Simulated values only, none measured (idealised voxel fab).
The process module that follows is named voxel ribs on slabs.
FYI the section here is cut, 155 nm wide, cells are 5 nm squares.
Reading order for cross-sections: top band down to bottom band. Underlying form: a grid of square cells. Band size: one or more rows of cells.
Read a band's entry like this: the first values are the height of its top and the height of its bottom in nm, and what follows is the sequence of materials from left to right, each with its width in nm. Note that "air" is empty space, and that a single material marked "everywhere" reaches across the band from edge to edge.
All heights in this document are referenced to 0, defined as the level beneath which the wafer, as received, consists entirely of one material. The lowest band is not bounded below; it extends indefinitely downward and is written in the form "from 0 down".
The expression "30 to 40" gives the width at the extremes of the band, the first number at its top row of cells and the second at its bottom row, with the width changing by equal amounts from each row to the next in between.
What does "remained the same" mean for a step? It means no cell of the cross-section changed in that step.
Heads up: "Closed void roster" only lists the empty pockets with no open path to the top that are 8 cells or more, and it writes them as width x height at distance, distance from the left edge, in nm.
Note: text after step settings on the step line = simulator remark on that step.
overlay nm: on a step with a mask, how far right of its planned place the mask lay; negative means left.

**Set out below are the planned steps of the process**
1. RECEIVE (material Si)
2. DIRECTIONAL_DEP (material SiO2; thk nm 20)
3. DIRECTIONAL_DEP (material SiN; thk nm 20)
4. PATTERN (tone cover; mask id RIB; material resist; width nm 15; thk nm 15; overlay nm 0)
5. DIRECTIONAL_ETCH (etch materials SiN; depth nm 10)
6. STRIP (etch materials resist)
7. MASKED_ETCH (tone cover; mask id SLAB; width nm 75; etch materials SiN; depth nm 10; overlay nm 0)
8. FILL_DEP (material SiO2; thk nm 25)
9. CMP (height nm 60)
10. DIRECTIONAL_DEP (material TiN; thk nm 5)
11. PATTERN (tone cover; mask id HEATER; material resist; width nm 25; thk nm 20; overlay nm 0)
12. DIRECTIONAL_ETCH (etch materials TiN; depth nm 5)
13. STRIP (etch materials resist)
14. CONFORMAL_DEP (material SiN; thk nm 10)

**What follows covers the first of two wafers; it ran as planned**

**Step 1 complete: cross-section of the wafer as received**
* from 0 down: Si everywhere
* Closed void roster: none

**You're looking at a cross-section of the wafer after step 2**
* from 20 to 0: SiO2 everywhere
* Under the height 0 nothing was changed.

**You're looking at a cross-section of the wafer after step 3**
* from 40 to 20: SiN everywhere
* Under the height 20 nothing was changed.

**You're looking at a cross-section of the wafer after step 4**
* from 55 to 40: air: 70  resist: 15  air: 70
* Under the height 40 nothing was changed.

**You're looking at a cross-section of the wafer after step 5**
* from 55 to 40: air: 70  resist: 15  air: 70
* from 40 to 30: air: 70  SiN: 15  air: 70
* Under the height 30 nothing was changed.

**You're looking at a cross-section of the wafer after step 6**
* from 40 to 30: air: 70  SiN: 15  air: 70
* Under the height 30 nothing was changed.

**You're looking at a cross-section of the wafer after step 7**
* from 40 to 30: air: 70  SiN: 15  air: 70
* from 30 to 20: air: 40  SiN: 75  air: 40
* Under the height 20 nothing was changed.

**You're looking at a cross-section of the wafer after step 8**
* from 65 to 40: SiO2 everywhere
* from 40 to 30: SiO2: 70  SiN: 15  SiO2: 70
* from 30 to 20: SiO2: 40  SiN: 75  SiO2: 40
* Under the height 20 nothing was changed.

**You're looking at a cross-section of the wafer after step 9**
* from 60 to 40: SiO2 everywhere
* Under the height 40 nothing was changed.

**You're looking at a cross-section of the wafer after step 10**
* from 65 to 60: TiN everywhere
* Under the height 60 nothing was changed.

**You're looking at a cross-section of the wafer after step 11**
* from 85 to 65: air: 65  resist: 25  air: 65
* Under the height 65 nothing was changed.

**You're looking at a cross-section of the wafer after step 12**
* from 85 to 65: air: 65  resist: 25  air: 65
* from 65 to 60: air: 65  TiN: 25  air: 65
* Under the height 60 nothing was changed.

**You're looking at a cross-section of the wafer after step 13**
* from 65 to 60: air: 65  TiN: 25  air: 65
* Under the height 60 nothing was changed.

**You're looking at a cross-section of the wafer after step 14**
* from 75 to 70: air: 55  SiN: 45  air: 55
* from 70 to 65: SiN everywhere
* from 65 to 60: SiN: 65  TiN: 25  SiN: 65
* Under the height 60 nothing was changed.

**For the second wafer, take the first wafer's start and plan, then add one mistake made in running it; everything through step 2, that step included, is shared with the first**

**Second wafer: cross-section at the scheduled end of step 3**
* from 40 to 20: TiN everywhere
* Under the height 20 nothing was changed.

**Second wafer: cross-section at the scheduled end of step 4**
* from 55 to 40: air: 70  resist: 15  air: 70
* Under the height 40 nothing was changed.

Second wafer: cross-section at the scheduled end of step 5: remained the same

**Second wafer: cross-section at the scheduled end of step 6**
* from 40 to 20: TiN everywhere
* Under the height 20 nothing was changed.

Second wafer: cross-section at the scheduled end of step 7: remained the same

**Second wafer: cross-section at the scheduled end of step 8**
* from 65 to 40: SiO2 everywhere
* Under the height 40 nothing was changed.

**Second wafer: cross-section at the scheduled end of step 9**
* from 60 to 40: SiO2 everywhere
* Under the height 40 nothing was changed.

**Second wafer: cross-section at the scheduled end of step 10**
* from 65 to 60: TiN everywhere
* Under the height 60 nothing was changed.

**Second wafer: cross-section at the scheduled end of step 11**
* from 85 to 65: air: 65  resist: 25  air: 65
* Under the height 65 nothing was changed.

**Second wafer: cross-section at the scheduled end of step 12**
* from 85 to 65: air: 65  resist: 25  air: 65
* from 65 to 60: air: 65  TiN: 25  air: 65
* Under the height 60 nothing was changed.

**Second wafer: cross-section at the scheduled end of step 13**
* from 65 to 60: air: 65  TiN: 25  air: 65
* Under the height 60 nothing was changed.

**Second wafer: cross-section at the scheduled end of step 14**
* from 75 to 70: air: 55  SiN: 45  air: 55
* from 70 to 65: SiN everywhere
* from 65 to 60: SiN: 65  TiN: 25  SiN: 65
* Under the height 60 nothing was changed.
So what did we get wrong on this run? not per plan at step 3, really ran DIRECTIONAL_DEP (material TiN; thk nm 20)
End of process, cell counts, second wafer against first, materials with more or fewer: SiN: 36 fewer; SiO2: 88 fewer; TiN: 124 more
